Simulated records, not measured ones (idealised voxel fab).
voxel trench capacitor: a process module
Square cell edge 5 nm, section width 225 nm, ID cut.
We lay out every cross-section as a grid of square cells and spell it out in bands from the top down, where one band means one or more rows of cells. It is stipulated that each band's entry specify, in nanometres, the height of the top of the band and then that of its bottom, followed by the materials of the band in left-to-right sequence, each together with its width in nanometres. A single material marked by the word "everywhere" is understood to fill the band from edge to edge; the word "air" is understood to denote empty space. Convention: height 0 is the level below which the wafer, as received, is all one material. The lowest band does not terminate at the bottom but continues downward, represented as "0 and below". It should be noted that a width expressed as "30..40" varies in equal increments from row to row of cells within the band, taking the value of the first number at the top row and that of the second number at the bottom row. Where the words "no change occurred" appear for a step, the cross-section shows no cell changed by that step; every cell remained as before. So "Entrapped voids" is basically the list of trapped voids: any empty space of 8 cells or more that can't reach the top through an opening. They're written width x height at distance, the distance being from the left edge, and it's all nm. Past the settings on a step's line: simulator remark, on that step. overlay nm: how far to the right of its planned place the mask lay on this masked step (negative: to the left).
-- plan
1,RECEIVE | material Si
2,CONFORMAL_DEP | material SiN | thk nm 10
3,MASKED_ETCH | tone open | mask id TRENCH | width nm 15 | pitch nm 35 | etch materials SiN | depth nm 10 | overlay nm 0
4,MASKED_ETCH | tone open | mask id TRENCH | width nm 15 | pitch nm 35 | etch materials Si | depth nm 40 | overlay nm 0
5,CONFORMAL_DEP | material Al2O3 | thk nm 5
6,FILL_DEP | material polySi | thk nm 10
7,CMP | height nm 10
-- First wafer, two in total, run as planned
-- As received (post step 1): cross-section
    0 and below | Si everywhere
    Entrapped voids: none
-- Step 2 done - wafer cross-section
    10 down to 0 | SiN everywhere
    Below 0, the layers are the same as they were.
-- Step 3 done - wafer cross-section
    10 down to 0 | 70 of SiN  15 of air  20 of SiN  15 of air  20 of SiN  15 of air  70 of SiN
    Below 0, the layers are the same as they were.
-- Step 4 done - wafer cross-section
    10 down to 0 | 70 of SiN  15 of air  20 of SiN  15 of air  20 of SiN  15 of air  70 of SiN
    0 down to -40 | 70 of Si  15 of air  20 of Si  15 of air  20 of Si  15 of air  70 of Si
    Below -40, the layers are the same as they were.
-- Step 5 done - wafer cross-section
    15 down to 10 | 75 of Al2O3  5 of air  30 of Al2O3  5 of air  30 of Al2O3  5 of air  75 of Al2O3
    10 down to 0 | 70 of SiN  5 of Al2O3  5 of air  5 of Al2O3  20 of SiN  5 of Al2O3  5 of air  5 of Al2O3  20 of SiN  5 of Al2O3  5 of air  5 of Al2O3  70 of SiN
    0 down to -35 | 70 of Si  5 of Al2O3  5 of air  5 of Al2O3  20 of Si  5 of Al2O3  5 of air  5 of Al2O3  20 of Si  5 of Al2O3  5 of air  5 of Al2O3  70 of Si
    -35 down to -40 | 70 of Si  15 of Al2O3  20 of Si  15 of Al2O3  20 of Si  15 of Al2O3  70 of Si
    Below -40, the layers are the same as they were.
-- Step 6 done - wafer cross-section
    25 down to 15 | polySi everywhere
    15 down to 10 | 75 of Al2O3  5 of polySi  30 of Al2O3  5 of polySi  30 of Al2O3  5 of polySi  75 of Al2O3
    10 down to 0 | 70 of SiN  5 of Al2O3  5 of polySi  5 of Al2O3  20 of SiN  5 of Al2O3  5 of polySi  5 of Al2O3  20 of SiN  5 of Al2O3  5 of polySi  5 of Al2O3  70 of SiN
    0 down to -35 | 70 of Si  5 of Al2O3  5 of polySi  5 of Al2O3  20 of Si  5 of Al2O3  5 of polySi  5 of Al2O3  20 of Si  5 of Al2O3  5 of polySi  5 of Al2O3  70 of Si
    Below -35, the layers are the same as they were.
-- Step 7 done - wafer cross-section
    10 down to 0 | 70 of SiN  5 of Al2O3  5 of polySi  5 of Al2O3  20 of SiN  5 of Al2O3  5 of polySi  5 of Al2O3  20 of SiN  5 of Al2O3  5 of polySi  5 of Al2O3  70 of SiN
    Below 0, the layers are the same as they were.
-- For the second wafer, take the first wafer's start and plan, then add one mistake made in running it; everything through step 3, that step included, is shared with the first
-- Second wafer shown in cross-section at the time step 4 was slated to end
    10 down to 0 | 70 of SiN  15 of air  20 of SiN  15 of air  20 of SiN  15 of air  70 of SiN
    0 down to -45 | 70 of Si  15 of air  20 of Si  15 of air  20 of Si  15 of air  70 of Si
    Below -45, the layers are the same as they were.
-- Second wafer shown in cross-section at the time step 5 was slated to end
    15 down to 10 | 75 of Al2O3  5 of air  30 of Al2O3  5 of air  30 of Al2O3  5 of air  75 of Al2O3
    10 down to 0 | 70 of SiN  5 of Al2O3  5 of air  5 of Al2O3  20 of SiN  5 of Al2O3  5 of air  5 of Al2O3  20 of SiN  5 of Al2O3  5 of air  5 of Al2O3  70 of SiN
    0 down to -40 | 70 of Si  5 of Al2O3  5 of air  5 of Al2O3  20 of Si  5 of Al2O3  5 of air  5 of Al2O3  20 of Si  5 of Al2O3  5 of air  5 of Al2O3  70 of Si
    -40 down to -45 | 70 of Si  15 of Al2O3  20 of Si  15 of Al2O3  20 of Si  15 of Al2O3  70 of Si
    Below -45, the layers are the same as they were.
-- Second wafer shown in cross-section at the time step 6 was slated to end
    25 down to 15 | polySi everywhere
    15 down to 10 | 75 of Al2O3  5 of polySi  30 of Al2O3  5 of polySi  30 of Al2O3  5 of polySi  75 of Al2O3
    10 down to 0 | 70 of SiN  5 of Al2O3  5 of polySi  5 of Al2O3  20 of SiN  5 of Al2O3  5 of polySi  5 of Al2O3  20 of SiN  5 of Al2O3  5 of polySi  5 of Al2O3  70 of SiN
    0 down to -40 | 70 of Si  5 of Al2O3  5 of polySi  5 of Al2O3  20 of Si  5 of Al2O3  5 of polySi  5 of Al2O3  20 of Si  5 of Al2O3  5 of polySi  5 of Al2O3  70 of Si
    Below -40, the layers are the same as they were.
-- Second wafer shown in cross-section at the time step 7 was slated to end
    10 down to 0 | 70 of SiN  5 of Al2O3  5 of polySi  5 of Al2O3  20 of SiN  5 of Al2O3  5 of polySi  5 of Al2O3  20 of SiN  5 of Al2O3  5 of polySi  5 of Al2O3  70 of SiN
    Below 0, the layers are the same as they were.
Error vs. plan: step 4 went in with a setting other than planned; the actual run was MASKED_ETCH | tone open | mask id TRENCH | width nm 15 | pitch nm 35 | etch materials Si | depth nm 45 | overlay nm 0
Once processing is complete, comparing cell counts shows that the second wafer has more or fewer of certain materials than the first: 6 more of Al2O3; 9 fewer of Si; 3 more of polySi
